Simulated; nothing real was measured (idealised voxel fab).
The process module presented herein is designated voxel self aligned contacts.
Cross-section cut: width 290 nm, square cells of 5 nm.
Cross-section format: a grid of square cells, given as bands from top to bottom; each band is one or more rows of cells.
For a band, the entry starts with two heights in nm, that of the top and then that of the bottom, and carries on with the band's materials in order from left to right, each alongside its width in nm; the word "everywhere" beside a single material means it fills the band edge to edge, and "blank" means empty space.
It should be noted that heights are counted from 0, beneath which the wafer as supplied is of one material throughout, and that the lowest band possesses no lower boundary but continues downward, as written in "0 -> down".
It should be noted that a width expressed as "30..40" varies in equal increments from row to row of cells within the band, taking the value of the first number at the top row and that of the second number at the bottom row.
Take "nothing changed" at face value: in the step it is given for, the cross-section changed in none of its cells.
Heads up: "Sealed internal cavities" only lists the empty pockets with no open path to the top that are 8 cells or more, and it writes them as width x height at distance, distance from the left edge, in nm.
Past the settings on a step's line: simulator remark, on that step.
"overlay nm" denotes, for a step that has a mask, the displacement of the mask to the right of its planned place, with negative values corresponding to the left.

[The steps planned for the process are as follows]
1 RECEIVE | material Si
2 CONFORMAL_DEP | material SiO2 | thk nm 5
3 DIRECTIONAL_DEP | material polySi | thk nm 30
4 DIRECTIONAL_DEP | material SiN | thk nm 15
5 DIRECTIONAL_DEP | material aC | thk nm 10
6 PATTERN | tone cover | mask id GATE | material resist | width nm 35 | pitch nm 70 | thk nm 25 | overlay nm 0
7 DIRECTIONAL_ETCH | etch materials aC | depth nm 10
8 STRIP | etch materials resist
9 DIRECTIONAL_ETCH | etch materials SiN | depth nm 15
10 DIRECTIONAL_ETCH | etch materials polySi | depth nm 30
11 STRIP | etch materials aC
12 CONFORMAL_DEP | material SiN | thk nm 5
13 DIRECTIONAL_ETCH | etch materials SiN | depth nm 5
14 FILL_DEP | material SiO2 | thk nm 15
15 CMP | height nm 60
16 PATTERN | tone open | mask id CONTACT | material resist | width nm 55 | thk nm 15 | overlay nm 0
17 DIRECTIONAL_ETCH | etch materials SiO2 | depth nm 60
18 STRIP | etch materials resist
19 CONFORMAL_DEP | material TiN | thk nm 5
20 FILL_DEP | material W | thk nm 10
21 CMP | height nm 60
22 CONFORMAL_DEP | material SiN | thk nm 5

[Step 1 complete: cross-section of the wafer as received]
* 0 -> down: Si everywhere
* Sealed internal cavities: none

[Cross-section: first of two wafers, module finished, run according to plan]
* 65 -> 60: SiN everywhere
* 60 -> 50: 115 SiO2 / 5..20 TiN / 45..15 W / 5..20 TiN / 120 SiO2
* 50 -> 35: 85 SiO2 / 45 SiN / 5 TiN / 15 W / 5 TiN / 45 SiN / 90 SiO2
* 35 -> 5: 85 SiO2 / 5 SiN / 35 polySi / 5 SiN / 5 TiN / 15 W / 5 TiN / 5 SiN / 35 polySi / 5 SiN / 90 SiO2
* 5 -> 0: 130 SiO2 / 25 TiN / 135 SiO2
* 0 -> down: Si everywhere
* Sealed internal cavities: none

[Here is the second of the two wafers cut open at the end of the module - same start, same plan as the first one, but we made one mistake running it]
* 65 -> 60: SiN everywhere
* 60 -> 50: 115 SiO2 / 5..20 TiN / 45..15 W / 5..20 TiN / 120 SiO2
* 50 -> 40: 85 SiO2 / 45 SiN / 5 TiN / 15 W / 5 TiN / 45 SiN / 90 SiO2
* 40 -> 35: 85 SiO2 / 45 SiN / 25 TiN / 45 SiN / 90 SiO2
* 35 -> 5: SiN everywhere
* 5 -> 0: SiO2 everywhere
* 0 -> down: Si everywhere
* Sealed internal cavities: none
Where did the run depart from the plan? step 3, actual vs plan mismatch, actual run DIRECTIONAL_DEP | material SiN | thk nm 30
End check, counted in cells, second wafer has more or fewer of these materials than the first: +324 SiN; -205 SiO2; -14 TiN; -21 W; -84 polySi
